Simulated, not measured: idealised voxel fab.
This section sets out a process module, namely voxel fin reveal.
Xsec cut, 255 nm wide, square cell size 5 nm.
The cross-sections in this document take the form of a grid made of square cells. They are written out as bands, in order from top to bottom. Each band consists of one or more rows of cells. What a band's entry tells you: where the top is and where the bottom is, as heights in nm, and after that what lies inside, material by material from left to right, each with its width in nm. Empty space is written as the word "air", and a single material marked with the word "throughout" occupies the band from edge to edge. Height reference: 0 = level under which incoming wafer is all one material. Lowest band: no bottom, runs on downward, e.g. "z 0 and below". Per-row width for "30..40": begins at first number (top row of band), ends at second number (bottom row), increment between rows held constant. Where a step carries "no change occurred", the cross-section came out of it unchanged, cell for cell. "Enclosed void listing" - sealed voids, min. 8 cells, no opening to top; format: width x height at distance (distance from left edge; nm throughout). On each step's line, the part that comes after the settings is the simulator's own comment on the step. Regarding "overlay nm": on a step with a mask, it is the distance the mask lay to the right of its planned place; a negative value places it to the left.
Planned step list for the process:
1. RECEIVE, material Si
2. CONFORMAL_DEP, material SiN, thk nm 10
3. DIRECTIONAL_DEP, material aC, thk nm 15
4. PATTERN, tone cover, mask id FINS, material resist, width nm 15, pitch nm 35, thk nm 30, overlay nm 0
5. DIRECTIONAL_ETCH, etch materials aC, depth nm 15
6. STRIP, etch materials resist
7. DIRECTIONAL_ETCH, etch materials SiN, depth nm 10
8. DIRECTIONAL_ETCH, etch materials Si, depth nm 30
9. STRIP, etch materials aC
10. OXIDIZE, depth nm 5
11. FILL_DEP, material SiO2, thk nm 5
12. CMP, height nm 10
13. SELECTIVE_ETCH, etch materials SiO2, depth nm 30
14. STRIP, etch materials SiN
As received (post step 1): cross-section:
> z 0 and below = Si throughout
> Enclosed void listing: none
The cross-section shown corresponds to the wafer at the conclusion of the module. The initial structure and the process plan are those presented above; however, one mistake occurred in executing the plan:
> z 0 to -20 = air 105  Si 5  air 30  Si 5  air 110
> z -20 to -45 = SiO2 105  Si 5  SiO2 30  Si 5  SiO2 110
> z -45 and below = Si throughout
> Enclosed void listing: none
Short version of what went wrong: in deviation from the planned setting, step 8 was conducted as DIRECTIONAL_ETCH, etch materials Si, depth nm 40
